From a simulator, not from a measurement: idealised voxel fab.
The name of this process module is voxel released beams.
cross-section cut | 250 nm wide | cells 5 nm
In this document a cross-section is written as a grid of square cells. It is given as a series of bands, listed from the top down, and a band is one or more rows of cells. Within each band entry, the heights of the top and of the bottom of the band appear first, in that order and in nm; the materials of the band then follow from left to right, each with its corresponding width in nm. The designation "edge to edge" on a single material indicates that it fills the band from edge to edge; the designation "air" indicates empty space. Heights are reckoned from 0. Under this level, the received wafer is all of one material. The bottommost band is open-ended downward, for example "0 and below". Top row gets the first number, bottom row gets the second, and each row in between changes by the same step: that is how a band width like "30..40" works. When a step is marked "nothing got changed", none of the cells in the cross-section changed during that step. Enclosed voids (no open way to top), threshold 8 cells or more, entry "Closed cavities", notation width x height at distance, distance from left edge, nm. Anything after a step's settings on that line? It's the simulator's own note about the step. overlay nm: step with mask; distance mask lay right of planned place; negative value = left of planned place.
Planned process steps
1,RECEIVE, material Si
2,CONFORMAL_DEP, material Al2O3, thk nm 10
3,DIRECTIONAL_DEP, material SiO2, thk nm 20
4,DIRECTIONAL_DEP, material aC, thk nm 15
5,PATTERN, tone open, mask id ANCHOR, material resist, width nm 25, thk nm 30, overlay nm 0
6,DIRECTIONAL_ETCH, etch materials aC, depth nm 15
7,STRIP, etch materials resist
8,DIRECTIONAL_ETCH, etch materials SiO2, depth nm 20
9,STRIP, etch materials aC
10,CONFORMAL_DEP, material SiN, thk nm 10
11,PATTERN, tone cover, mask id BEAM, material resist, width nm 70, thk nm 15, overlay nm 0
12,DIRECTIONAL_ETCH, etch materials SiN, depth nm 10
13,STRIP, etch materials resist
14,STRIP, etch materials SiO2
The cross-section here shows the wafer as received, i.e. in its state after step 1
* 0 and below | Si edge to edge
* Closed cavities: none
Here's the cross-section of the first of our two wafers at the end of the module - it ran as planned
* 40 down to 30 | air 85 nm, then SiN 15 nm, then air 5 nm, then SiN 50 nm, then air 95 nm
* 30 down to 20 | air 90 nm, then SiN 10 nm, then air 5 nm, then SiN 10 nm, then air 135 nm
* 20 down to 10 | air 90 nm, then SiN 25 nm, then air 135 nm
* 10 down to 0 | Al2O3 edge to edge
* 0 and below | Si edge to edge
* Closed cavities: none
Wafer two, end of module, cross-section. Same start, same plan as wafer one. One mistake in the run
* 35 down to 30 | air 85 nm, then SiN 10 nm, then air 15 nm, then SiN 45 nm, then air 95 nm
* 30 down to 15 | air 90 nm, then SiN 5 nm, then air 15 nm, then SiN 5 nm, then air 135 nm
* 15 down to 10 | air 90 nm, then SiN 25 nm, then air 135 nm
* 10 down to 0 | Al2O3 edge to edge
* 0 and below | Si edge to edge
* Closed cavities: none
Short version of what went wrong: it should be noted that step 10 was executed with settings other than those planned, the operation and settings actually applied being CONFORMAL_DEP, material SiN, thk nm 5
Once processing is complete, comparing cell counts shows that the second wafer has more or fewer of certain materials than the first: -22 SiN
